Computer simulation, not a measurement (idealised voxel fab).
This section sets out a process module, namely voxel trench capacitor.
Square cells of 5 nm make up the cross-section cut, whose width is 230 nm.
Cross-sections here: square-cell grids, written as top-down lists of bands, a band being one or more rows of cells.
This entry defines a band. It first specifies the height of the band's top and the height of its bottom in nm, and then specifies the band's materials from left to right, stating each material with its width in nm. The word "everywhere" identifies a single material that fills the band from edge to edge, while the word "empty" identifies empty space.
Height 0 is the level under which the wafer as received is all one material. The lowest band goes on downwards, as in "0 nm and below".
Width "30->40": first value at the band's top row of cells, second value at its bottom row, equal change from row to row.
The designation "remains unaltered", where it is given for a processing step, indicates that no cell of the cross-section was altered in the course of that step.
"Internal closed voids": sealed empty spaces, 8 cells or more, no open way to top, listed width x height at distance, with distance from the left edge and width, height and distance in nm.
What comes after the settings on a step's line is commentary from the simulator itself on that step.
Regarding "overlay nm": on a step with a mask, it is the distance the mask lay to the right of its planned place; a negative value places it to the left.
-- These are the steps we planned for the process
1) RECEIVE, material Si
2) CONFORMAL_DEP, material SiN, thk nm 5
3) DIRECTIONAL_DEP, material aC, thk nm 15
4) PATTERN, tone open, mask id TRENCH, material resist, width nm 20, pitch nm 40, thk nm 30, overlay nm 0
5) DIRECTIONAL_ETCH, etch materials aC, depth nm 15
6) STRIP, etch materials resist
7) DIRECTIONAL_ETCH, etch materials SiN, depth nm 5
8) DIRECTIONAL_ETCH, etch materials Si, depth nm 25
9) STRIP, etch materials aC
10) CONFORMAL_DEP, material SiO2, thk nm 5
11) FILL_DEP, material polySi, thk nm 10
12) CMP, height nm 5
-- Cross-section, incoming material, after step 1
  0 nm and below = Si everywhere
  Internal closed voids: none
-- This is how the wafer looks in cross-section once the module is done, given the starting state and plan above and one mistake in carrying the plan out
  5 nm to 0 nm = 90 SiN  5 SiO2  5 polySi  5 SiO2  25 SiN  5 SiO2  5 polySi  5 SiO2  85 SiN
  0 nm to -20 nm = 90 Si  5 SiO2  5 polySi  5 SiO2  25 Si  5 SiO2  5 polySi  5 SiO2  85 Si
  -20 nm to -25 nm = 90 Si  15 SiO2  25 Si  15 SiO2  85 Si
  -25 nm and below = Si everywhere
  Internal closed voids: none
Nonconformance to the process plan: it should be noted that step 4 was executed with settings other than those planned, the operation and settings actually applied being PATTERN, tone open, mask id TRENCH, material resist, width nm 15, pitch nm 40, thk nm 30, overlay nm 0
